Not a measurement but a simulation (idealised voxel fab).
The process module presented herein is designated voxel transistor to metal.
Square cell edge 5 nm, section width 210 nm, ID cut.
We lay out every cross-section as a grid of square cells and spell it out in bands from the top down, where one band means one or more rows of cells. Heights first: top, then bottom, in nm. Then materials, left to right, each with a width in nm. "all across" on a single material: fills the band edge to edge. "empty": empty space. Beneath 0, the wafer as received is one material, and that level is where height counting begins. The lowest band goes on downward without a bottom; it is written like "from 0 down". Graded width ("30->40"): value in top row of band = first number; value in bottom row = second number; row-to-row change constant. For the purposes of this document, the phrase "nothing changed" attached to a step denotes that no cell within the cross-section was modified by that step. Enclosed voids (no open way to top), threshold 8 cells or more, entry "Enclosed cavities", notation width x height at distance, distance from left edge, nm. Post-settings text on a step line: simulator's own remark regarding the step. Regarding "overlay nm": on a step with a mask, it is the distance the mask lay to the right of its planned place; a negative value places it to the left.
The steps planned for the process are as follows:
| 1 | RECEIVE, material Si |
| 2 | OXIDIZE, depth nm 5 |
| 3 | CONFORMAL_DEP, material SiN, thk nm 10 |
| 4 | MASKED_ETCH, tone cover, mask id ACTIVE, width nm 110, etch materials SiN, depth nm 10, overlay nm 0 |
| 5 | MASKED_ETCH, tone cover, mask id ACTIVE, width nm 110, etch materials SiO2, depth nm 5, overlay nm 0 |
| 6 | MASKED_ETCH, tone cover, mask id ACTIVE, width nm 110, etch materials Si, depth nm 20, overlay nm 0 |
| 7 | FILL_DEP, material SiO2, thk nm 10 |
| 8 | CMP, height nm 10 |
| 9 | SELECTIVE_ETCH, etch materials SiO2, depth nm 10 |
| 10 | STRIP, etch materials SiN |
| 11 | SELECTIVE_ETCH, etch materials SiO2, depth nm 5 |
| 12 | OXIDIZE, depth nm 5 |
| 13 | DIRECTIONAL_DEP, material polySi, thk nm 20 |
| 14 | DIRECTIONAL_DEP, material SiCN, thk nm 15 |
| 15 | DIRECTIONAL_DEP, material aC, thk nm 10 |
| 16 | PATTERN, tone cover, mask id GATE, material resist, width nm 30, thk nm 25, overlay nm 0 |
| 17 | DIRECTIONAL_ETCH, etch materials aC, depth nm 10 |
| 18 | STRIP, etch materials resist |
| 19 | DIRECTIONAL_ETCH, etch materials SiCN, depth nm 25 |
| 20 | DIRECTIONAL_ETCH, etch materials polySi, depth nm 30 |
| 21 | STRIP, etch materials aC |
| 22 | CONFORMAL_DEP, material SiN, thk nm 10 |
| 23 | DIRECTIONAL_ETCH, etch materials SiN, depth nm 10 |
| 24 | DIRECTIONAL_ETCH, etch materials SiO2, depth nm 5 |
| 25 | DIRECTIONAL_ETCH, etch materials Si, depth nm 15 |
| 26 | EPI, material nSi, thk nm 20 |
| 27 | FILL_DEP, material SiO2, thk nm 10 |
| 28 | CMP, height nm 15 |
| 29 | STRIP, etch materials polySi |
| 30 | SELECTIVE_ETCH, etch materials SiO2, depth nm 5 |
| 31 | CONFORMAL_DEP, material HfO2, thk nm 5 |
| 32 | CONFORMAL_DEP, material TiN, thk nm 5 |
| 33 | FILL_DEP, material W, thk nm 10 |
| 34 | CMP, height nm 10 |
| 35 | DIRECTIONAL_DEP, material SiO2, thk nm 10 |
| 36 | DIRECTIONAL_DEP, material aC, thk nm 15 |
| 37 | PATTERN, tone open, mask id CONTACT, material resist, width nm 15, pitch nm 75, thk nm 35, overlay nm 0 |
| 38 | DIRECTIONAL_ETCH, etch materials aC, depth nm 15 |
| 39 | STRIP, etch materials resist |
| 40 | DIRECTIONAL_ETCH, etch materials SiO2, depth nm 10 |
| 41 | STRIP, etch materials aC |
| 42 | CONFORMAL_DEP, material TiN, thk nm 5 |
| 43 | FILL_DEP, material Ru, thk nm 10 |
| 44 | CMP, height nm 20 |
| 45 | CONFORMAL_DEP, material SiCN, thk nm 5 |
| 46 | DIRECTIONAL_DEP, material SiO2, thk nm 15 |
| 47 | PATTERN, tone open, mask id METAL_1, material resist, width nm 15, pitch nm 75, thk nm 20, overlay nm 0 |
| 48 | DIRECTIONAL_ETCH, etch materials SiO2, depth nm 15 |
| 49 | DIRECTIONAL_ETCH, etch materials SiCN, depth nm 5 |
| 50 | STRIP, etch materials resist |
| 51 | CONFORMAL_DEP, material TiN, thk nm 5 |
| 52 | FILL_DEP, material Ru, thk nm 10 |
| 53 | CMP, height nm 40 |
| 54 | CONFORMAL_DEP, material SiN, thk nm 5 |
Wafer, first of two, run as planned:
The cross-section here shows the wafer as received, i.e. in its state after step 1:
from 0 down | Si all across
Enclosed cavities: none
Wafer section view after processing step 2:
from 0 to -5 | SiO2 all across
Whatever lies below -5 is exactly as it was before.
Wafer section view after processing step 3:
from 10 to 0 | SiN all across
Whatever lies below 0 is exactly as it was before.
Wafer section view after processing step 4:
from 10 to 0 | empty 50 / SiN 110 / empty 50
Whatever lies below 0 is exactly as it was before.
Wafer section view after processing step 5:
from 10 to 0 | empty 50 / SiN 110 / empty 50
from 0 to -5 | empty 50 / SiO2 110 / empty 50
Whatever lies below -5 is exactly as it was before.
Wafer section view after processing step 6:
from 10 to 0 | empty 50 / SiN 110 / empty 50
from 0 to -5 | empty 50 / SiO2 110 / empty 50
from -5 to -25 | empty 50 / Si 110 / empty 50
Whatever lies below -25 is exactly as it was before.
Wafer section view after processing step 7:
from 20 to 10 | SiO2 all across
from 10 to 0 | SiO2 50 / SiN 110 / SiO2 50
from 0 to -5 | SiO2 all across
from -5 to -25 | SiO2 50 / Si 110 / SiO2 50
Whatever lies below -25 is exactly as it was before.
Wafer section view after processing step 8:
from 10 to 0 | SiO2 50 / SiN 110 / SiO2 50
Whatever lies below 0 is exactly as it was before.
Wafer section view after processing step 9:
from 10 to 0 | empty 50 / SiN 110 / empty 50
Whatever lies below 0 is exactly as it was before.
Wafer section view after processing step 10:
from 0 to -5 | SiO2 all across
Whatever lies below -5 is exactly as it was before.
Wafer section view after processing step 11:
from -5 to -25 | SiO2 50 / Si 110 / SiO2 50
Whatever lies below -25 is exactly as it was before.
Wafer section view after processing step 12:
from -5 to -10 | SiO2 all across
Whatever lies below -10 is exactly as it was before.
Wafer section view after processing step 13:
from 15 to -5 | polySi all across
Whatever lies below -5 is exactly as it was before.
Wafer section view after processing step 14:
from 30 to 15 | SiCN all across
Whatever lies below 15 is exactly as it was before.
Wafer section view after processing step 15:
from 40 to 30 | aC all across
Whatever lies below 30 is exactly as it was before.
Wafer section view after processing step 16:
from 65 to 40 | empty 90 / resist 30 / empty 90
Whatever lies below 40 is exactly as it was before.
Wafer section view after processing step 17:
from 55 to 40 | empty 90 / resist 30 / empty 90
from 40 to 30 | empty 90 / aC 30 / empty 90
Whatever lies below 30 is exactly as it was before.
Wafer section view after processing step 18:
from 40 to 30 | empty 90 / aC 30 / empty 90
Whatever lies below 30 is exactly as it was before.
Wafer section view after processing step 19:
from 40 to 30 | empty 90 / aC 30 / empty 90
from 30 to 15 | empty 90 / SiCN 30 / empty 90
Whatever lies below 15 is exactly as it was before.
Wafer section view after processing step 20:
from 40 to 30 | empty 90 / aC 30 / empty 90
from 30 to 15 | empty 90 / SiCN 30 / empty 90
from 15 to -5 | empty 90 / polySi 30 / empty 90
Whatever lies below -5 is exactly as it was before.
Wafer section view after processing step 21:
from 30 to 15 | empty 90 / SiCN 30 / empty 90
Whatever lies below 15 is exactly as it was before.
Wafer section view after processing step 22:
from 40 to 30 | empty 80 / SiN 50 / empty 80
from 30 to 15 | empty 80 / SiN 10 / SiCN 30 / SiN 10 / empty 80
from 15 to 5 | empty 80 / SiN 10 / polySi 30 / SiN 10 / empty 80
from 5 to -5 | SiN 90 / polySi 30 / SiN 90
Whatever lies below -5 is exactly as it was before.
Wafer section view after processing step 23:
from 30 to 15 | empty 80 / SiN 10 / SiCN 30 / SiN 10 / empty 80
from 15 to -5 | empty 80 / SiN 10 / polySi 30 / SiN 10 / empty 80
Whatever lies below -5 is exactly as it was before.
Wafer section view after processing step 24:
from 30 to 15 | empty 80 / SiN 10 / SiCN 30 / SiN 10 / empty 80
from 15 to -5 | empty 80 / SiN 10 / polySi 30 / SiN 10 / empty 80
from -5 to -10 | empty 80 / SiO2 50 / empty 80
Whatever lies below -10 is exactly as it was before.
Wafer section view after processing step 25:
from 30 to 15 | empty 80 / SiN 10 / SiCN 30 / SiN 10 / empty 80
from 15 to -5 | empty 80 / SiN 10 / polySi 30 / SiN 10 / empty 80
from -5 to -10 | empty 80 / SiO2 50 / empty 80
from -10 to -25 | SiO2 50 / empty 30 / Si 50 / empty 30 / SiO2 50
Whatever lies below -25 is exactly as it was before.
Wafer section view after processing step 26:
from 30 to 15 | empty 80 / SiN 10 / SiCN 30 / SiN 10 / empty 80
from 15 to 10 | empty 80 / SiN 10 / polySi 30 / SiN 10 / empty 80
from 10 to -5 | empty 60 / nSi 20 / SiN 10 / polySi 30 / SiN 10 / nSi 20 / empty 60
from -5 to -10 | empty 45 / nSi 35 / SiO2 50 / nSi 35 / empty 45
from -10 to -25 | SiO2 50 / nSi 30 / Si 50 / nSi 30 / SiO2 50
Whatever lies below -25 is exactly as it was before.
Wafer section view after processing step 27:
from 40 to 30 | SiO2 all across
from 30 to 15 | SiO2 80 / SiN 10 / SiCN 30 / SiN 10 / SiO2 80
from 15 to 10 | SiO2 80 / SiN 10 / polySi 30 / SiN 10 / SiO2 80
from 10 to -5 | SiO2 60 / nSi 20 / SiN 10 / polySi 30 / SiN 10 / nSi 20 / SiO2 60
from -5 to -10 | SiO2 45 / nSi 35 / SiO2 50 / nSi 35 / SiO2 45
Whatever lies below -10 is exactly as it was before.
Wafer section view after processing step 28:
from 15 to 10 | SiO2 80 / SiN 10 / polySi 30 / SiN 10 / SiO2 80
Whatever lies below 10 is exactly as it was before.
Wafer section view after processing step 29:
from 15 to 10 | SiO2 80 / SiN 10 / empty 30 / SiN 10 / SiO2 80
from 10 to -5 | SiO2 60 / nSi 20 / SiN 10 / empty 30 / SiN 10 / nSi 20 / SiO2 60
Whatever lies below -5 is exactly as it was before.
Wafer section view after processing step 30:
from 15 to 10 | empty 80 / SiN 10 / empty 30 / SiN 10 / empty 80
from 10 to -5 | SiO2 60 / nSi 20 / SiN 10 / empty 30 / SiN 10 / nSi 20 / SiO2 60
from -5 to -10 | SiO2 45 / nSi 35 / SiO2 5 / empty 40 / SiO2 5 / nSi 35 / SiO2 45
Whatever lies below -10 is exactly as it was before.
Wafer section view after processing step 31:
from 20 to 15 | empty 75 / HfO2 20 / empty 20 / HfO2 20 / empty 75
from 15 to 10 | HfO2 80 / SiN 10 / HfO2 5 / empty 20 / HfO2 5 / SiN 10 / HfO2 80
from 10 to -5 | SiO2 60 / nSi 20 / SiN 10 / HfO2 5 / empty 20 / HfO2 5 / SiN 10 / nSi 20 / SiO2 60
from -5 to -10 | SiO2 45 / nSi 35 / SiO2 5 / HfO2 40 / SiO2 5 / nSi 35 / SiO2 45
Whatever lies below -10 is exactly as it was before.
Wafer section view after processing step 32:
from 25 to 20 | empty 70 / TiN 30 / empty 10 / TiN 30 / empty 70
from 20 to 15 | TiN 75 / HfO2 20 / TiN 5 / empty 10 / TiN 5 / HfO2 20 / TiN 75
from 15 to 10 | HfO2 80 / SiN 10 / HfO2 5 / TiN 5 / empty 10 / TiN 5 / HfO2 5 / SiN 10 / HfO2 80
from 10 to 0 | SiO2 60 / nSi 20 / SiN 10 / HfO2 5 / TiN 5 / empty 10 / TiN 5 / HfO2 5 / SiN 10 / nSi 20 / SiO2 60
from 0 to -5 | SiO2 60 / nSi 20 / SiN 10 / HfO2 5 / TiN 20 / HfO2 5 / SiN 10 / nSi 20 / SiO2 60
Whatever lies below -5 is exactly as it was before.
Wafer section view after processing step 33:
from 35 to 25 | W all across
from 25 to 20 | W 70 / TiN 30 / W 10 / TiN 30 / W 70
from 20 to 15 | TiN 75 / HfO2 20 / TiN 5 / W 10 / TiN 5 / HfO2 20 / TiN 75
from 15 to 10 | HfO2 80 / SiN 10 / HfO2 5 / TiN 5 / W 10 / TiN 5 / HfO2 5 / SiN 10 / HfO2 80
from 10 to 0 | SiO2 60 / nSi 20 / SiN 10 / HfO2 5 / TiN 5 / W 10 / TiN 5 / HfO2 5 / SiN 10 / nSi 20 / SiO2 60
Whatever lies below 0 is exactly as it was before.
Wafer section view after processing step 34:
from 10 to 0 | SiO2 60 / nSi 20 / SiN 10 / HfO2 5 / TiN 5 / W 10 / TiN 5 / HfO2 5 / SiN 10 / nSi 20 / SiO2 60
Whatever lies below 0 is exactly as it was before.
Wafer section view after processing step 35:
from 20 to 10 | SiO2 all across
Whatever lies below 10 is exactly as it was before.
Wafer section view after processing step 36:
from 35 to 20 | aC all across
Whatever lies below 20 is exactly as it was before.
Wafer section view after processing step 37:
from 70 to 35 | resist 60 / empty 15 / resist 60 / empty 15 / resist 60
Whatever lies below 35 is exactly as it was before.
Wafer section view after processing step 38:
from 55 to 35 | resist 60 / empty 15 / resist 60 / empty 15 / resist 60
from 35 to 20 | aC 60 / empty 15 / aC 60 / empty 15 / aC 60
Whatever lies below 20 is exactly as it was before.
Wafer section view after processing step 39:
from 35 to 20 | aC 60 / empty 15 / aC 60 / empty 15 / aC 60
Whatever lies below 20 is exactly as it was before.
Wafer section view after processing step 40:
from 35 to 20 | aC 60 / empty 15 / aC 60 / empty 15 / aC 60
from 20 to 10 | SiO2 60 / empty 15 / SiO2 60 / empty 15 / SiO2 60
Whatever lies below 10 is exactly as it was before.
Wafer section view after processing step 41:
from 20 to 10 | SiO2 60 / empty 15 / SiO2 60 / empty 15 / SiO2 60
Whatever lies below 10 is exactly as it was before.
Wafer section view after processing step 42:
from 25 to 20 | TiN 65 / empty 5 / TiN 70 / empty 5 / TiN 65
from 20 to 15 | SiO2 60 / TiN 5 / empty 5 / TiN 5 / SiO2 60 / TiN 5 / empty 5 / TiN 5 / SiO2 60
from 15 to 10 | SiO2 60 / TiN 15 / SiO2 60 / TiN 15 / SiO2 60
Whatever lies below 10 is exactly as it was before.
Wafer section view after processing step 43:
from 35 to 25 | Ru all across
from 25 to 20 | TiN 65 / Ru 5 / TiN 70 / Ru 5 / TiN 65
from 20 to 15 | SiO2 60 / TiN 5 / Ru 5 / TiN 5 / SiO2 60 / TiN 5 / Ru 5 / TiN 5 / SiO2 60
Whatever lies below 15 is exactly as it was before.
Wafer section view after processing step 44:
from 20 to 15 | SiO2 60 / TiN 5 / Ru 5 / TiN 5 / SiO2 60 / TiN 5 / Ru 5 / TiN 5 / SiO2 60
Whatever lies below 15 is exactly as it was before.
Wafer section view after processing step 45:
from 25 to 20 | SiCN all across
Whatever lies below 20 is exactly as it was before.
Wafer section view after processing step 46:
from 40 to 25 | SiO2 all across
Whatever lies below 25 is exactly as it was before.
Wafer section view after processing step 47:
from 60 to 40 | resist 60 / empty 15 / resist 60 / empty 15 / resist 60
Whatever lies below 40 is exactly as it was before.
Wafer section view after processing step 48:
from 60 to 40 | resist 60 / empty 15 / resist 60 / empty 15 / resist 60
from 40 to 25 | SiO2 60 / empty 15 / SiO2 60 / empty 15 / SiO2 60
Whatever lies below 25 is exactly as it was before.
Wafer section view after processing step 49:
from 60 to 40 | resist 60 / empty 15 / resist 60 / empty 15 / resist 60
from 40 to 25 | SiO2 60 / empty 15 / SiO2 60 / empty 15 / SiO2 60
from 25 to 20 | SiCN 60 / empty 15 / SiCN 60 / empty 15 / SiCN 60
Whatever lies below 20 is exactly as it was before.
Wafer section view after processing step 50:
from 40 to 25 | SiO2 60 / empty 15 / SiO2 60 / empty 15 / SiO2 60
Whatever lies below 25 is exactly as it was before.
Wafer section view after processing step 51:
from 45 to 40 | TiN 65 / empty 5 / TiN 70 / empty 5 / TiN 65
from 40 to 25 | SiO2 60 / TiN 5 / empty 5 / TiN 5 / SiO2 60 / TiN 5 / empty 5 / TiN 5 / SiO2 60
from 25 to 20 | SiCN 60 / TiN 15 / SiCN 60 / TiN 15 / SiCN 60
Whatever lies below 20 is exactly as it was before.
Wafer section view after processing step 52:
from 55 to 45 | Ru all across
from 45 to 40 | TiN 65 / Ru 5 / TiN 70 / Ru 5 / TiN 65
from 40 to 25 | SiO2 60 / TiN 5 / Ru 5 / TiN 5 / SiO2 60 / TiN 5 / Ru 5 / TiN 5 / SiO2 60
Whatever lies below 25 is exactly as it was before.
Wafer section view after processing step 53:
from 40 to 25 | SiO2 60 / TiN 5 / Ru 5 / TiN 5 / SiO2 60 / TiN 5 / Ru 5 / TiN 5 / SiO2 60
Whatever lies below 25 is exactly as it was before.
Wafer section view after processing step 54:
from 45 to 40 | SiN all across
Whatever lies below 40 is exactly as it was before.
The Second Wafer: Common Origin and Plan, One Mistake in Execution, Identical to the First Through Step 30:
Second wafer at the planned finish of step 31, seen in cross-section: nothing changed
Second wafer at the planned finish of step 32, seen in cross-section:
from 20 to 15 | empty 75 / TiN 20 / empty 20 / TiN 20 / empty 75
from 15 to 10 | TiN 80 / SiN 10 / TiN 5 / empty 20 / TiN 5 / SiN 10 / TiN 80
from 10 to -5 | SiO2 60 / nSi 20 / SiN 10 / TiN 5 / empty 20 / TiN 5 / SiN 10 / nSi 20 / SiO2 60
from -5 to -10 | SiO2 45 / nSi 35 / SiO2 5 / TiN 40 / SiO2 5 / nSi 35 / SiO2 45
Whatever lies below -10 is exactly as it was before.
Second wafer at the planned finish of step 33, seen in cross-section:
from 30 to 20 | W all across
from 20 to 15 | W 75 / TiN 20 / W 20 / TiN 20 / W 75
from 15 to 10 | TiN 80 / SiN 10 / TiN 5 / W 20 / TiN 5 / SiN 10 / TiN 80
from 10 to -5 | SiO2 60 / nSi 20 / SiN 10 / TiN 5 / W 20 / TiN 5 / SiN 10 / nSi 20 / SiO2 60
Whatever lies below -5 is exactly as it was before.
Second wafer at the planned finish of step 34, seen in cross-section:
from 10 to -5 | SiO2 60 / nSi 20 / SiN 10 / TiN 5 / W 20 / TiN 5 / SiN 10 / nSi 20 / SiO2 60
Whatever lies below -5 is exactly as it was before.
Second wafer at the planned finish of step 35, seen in cross-section:
from 20 to 10 | SiO2 all across
Whatever lies below 10 is exactly as it was before.
Second wafer at the planned finish of step 36, seen in cross-section:
from 35 to 20 | aC all across
Whatever lies below 20 is exactly as it was before.
Second wafer at the planned finish of step 37, seen in cross-section:
from 70 to 35 | resist 60 / empty 15 / resist 60 / empty 15 / resist 60
Whatever lies below 35 is exactly as it was before.
Second wafer at the planned finish of step 38, seen in cross-section:
from 55 to 35 | resist 60 / empty 15 / resist 60 / empty 15 / resist 60
from 35 to 20 | aC 60 / empty 15 / aC 60 / empty 15 / aC 60
Whatever lies below 20 is exactly as it was before.
Second wafer at the planned finish of step 39, seen in cross-section:
from 35 to 20 | aC 60 / empty 15 / aC 60 / empty 15 / aC 60
Whatever lies below 20 is exactly as it was before.
Second wafer at the planned finish of step 40, seen in cross-section:
from 35 to 20 | aC 60 / empty 15 / aC 60 / empty 15 / aC 60
from 20 to 10 | SiO2 60 / empty 15 / SiO2 60 / empty 15 / SiO2 60
Whatever lies below 10 is exactly as it was before.
Second wafer at the planned finish of step 41, seen in cross-section:
from 20 to 10 | SiO2 60 / empty 15 / SiO2 60 / empty 15 / SiO2 60
Whatever lies below 10 is exactly as it was before.
Second wafer at the planned finish of step 42, seen in cross-section:
from 25 to 20 | TiN 65 / empty 5 / TiN 70 / empty 5 / TiN 65
from 20 to 15 | SiO2 60 / TiN 5 / empty 5 / TiN 5 / SiO2 60 / TiN 5 / empty 5 / TiN 5 / SiO2 60
from 15 to 10 | SiO2 60 / TiN 15 / SiO2 60 / TiN 15 / SiO2 60
Whatever lies below 10 is exactly as it was before.
Second wafer at the planned finish of step 43, seen in cross-section:
from 35 to 25 | Ru all across
from 25 to 20 | TiN 65 / Ru 5 / TiN 70 / Ru 5 / TiN 65
from 20 to 15 | SiO2 60 / TiN 5 / Ru 5 / TiN 5 / SiO2 60 / TiN 5 / Ru 5 / TiN 5 / SiO2 60
Whatever lies below 15 is exactly as it was before.
Second wafer at the planned finish of step 44, seen in cross-section:
from 20 to 15 | SiO2 60 / TiN 5 / Ru 5 / TiN 5 / SiO2 60 / TiN 5 / Ru 5 / TiN 5 / SiO2 60
Whatever lies below 15 is exactly as it was before.
Second wafer at the planned finish of step 45, seen in cross-section:
from 25 to 20 | SiCN all across
Whatever lies below 20 is exactly as it was before.
Second wafer at the planned finish of step 46, seen in cross-section:
from 40 to 25 | SiO2 all across
Whatever lies below 25 is exactly as it was before.
Second wafer at the planned finish of step 47, seen in cross-section:
from 60 to 40 | resist 60 / empty 15 / resist 60 / empty 15 / resist 60
Whatever lies below 40 is exactly as it was before.
Second wafer at the planned finish of step 48, seen in cross-section:
from 60 to 40 | resist 60 / empty 15 / resist 60 / empty 15 / resist 60
from 40 to 25 | SiO2 60 / empty 15 / SiO2 60 / empty 15 / SiO2 60
Whatever lies below 25 is exactly as it was before.
Second wafer at the planned finish of step 49, seen in cross-section:
from 60 to 40 | resist 60 / empty 15 / resist 60 / empty 15 / resist 60
from 40 to 25 | SiO2 60 / empty 15 / SiO2 60 / empty 15 / SiO2 60
from 25 to 20 | SiCN 60 / empty 15 / SiCN 60 / empty 15 / SiCN 60
Whatever lies below 20 is exactly as it was before.
Second wafer at the planned finish of step 50, seen in cross-section:
from 40 to 25 | SiO2 60 / empty 15 / SiO2 60 / empty 15 / SiO2 60
Whatever lies below 25 is exactly as it was before.
Second wafer at the planned finish of step 51, seen in cross-section:
from 45 to 40 | TiN 65 / empty 5 / TiN 70 / empty 5 / TiN 65
from 40 to 25 | SiO2 60 / TiN 5 / empty 5 / TiN 5 / SiO2 60 / TiN 5 / empty 5 / TiN 5 / SiO2 60
from 25 to 20 | SiCN 60 / TiN 15 / SiCN 60 / TiN 15 / SiCN 60
Whatever lies below 20 is exactly as it was before.
Second wafer at the planned finish of step 52, seen in cross-section:
from 55 to 45 | Ru all across
from 45 to 40 | TiN 65 / Ru 5 / TiN 70 / Ru 5 / TiN 65
from 40 to 25 | SiO2 60 / TiN 5 / Ru 5 / TiN 5 / SiO2 60 / TiN 5 / Ru 5 / TiN 5 / SiO2 60
Whatever lies below 25 is exactly as it was before.
Second wafer at the planned finish of step 53, seen in cross-section:
from 40 to 25 | SiO2 60 / TiN 5 / Ru 5 / TiN 5 / SiO2 60 / TiN 5 / Ru 5 / TiN 5 / SiO2 60
Whatever lies below 25 is exactly as it was before.
Second wafer at the planned finish of step 54, seen in cross-section:
from 45 to 40 | SiN all across
Whatever lies below 40 is exactly as it was before.
Misprocessing identified: step 31 of the plan was omitted and not executed
Once processing is complete, comparing cell counts shows that the second wafer has more or fewer of certain materials than the first: HfO2: 14 fewer | TiN: 6 more | W: 8 more
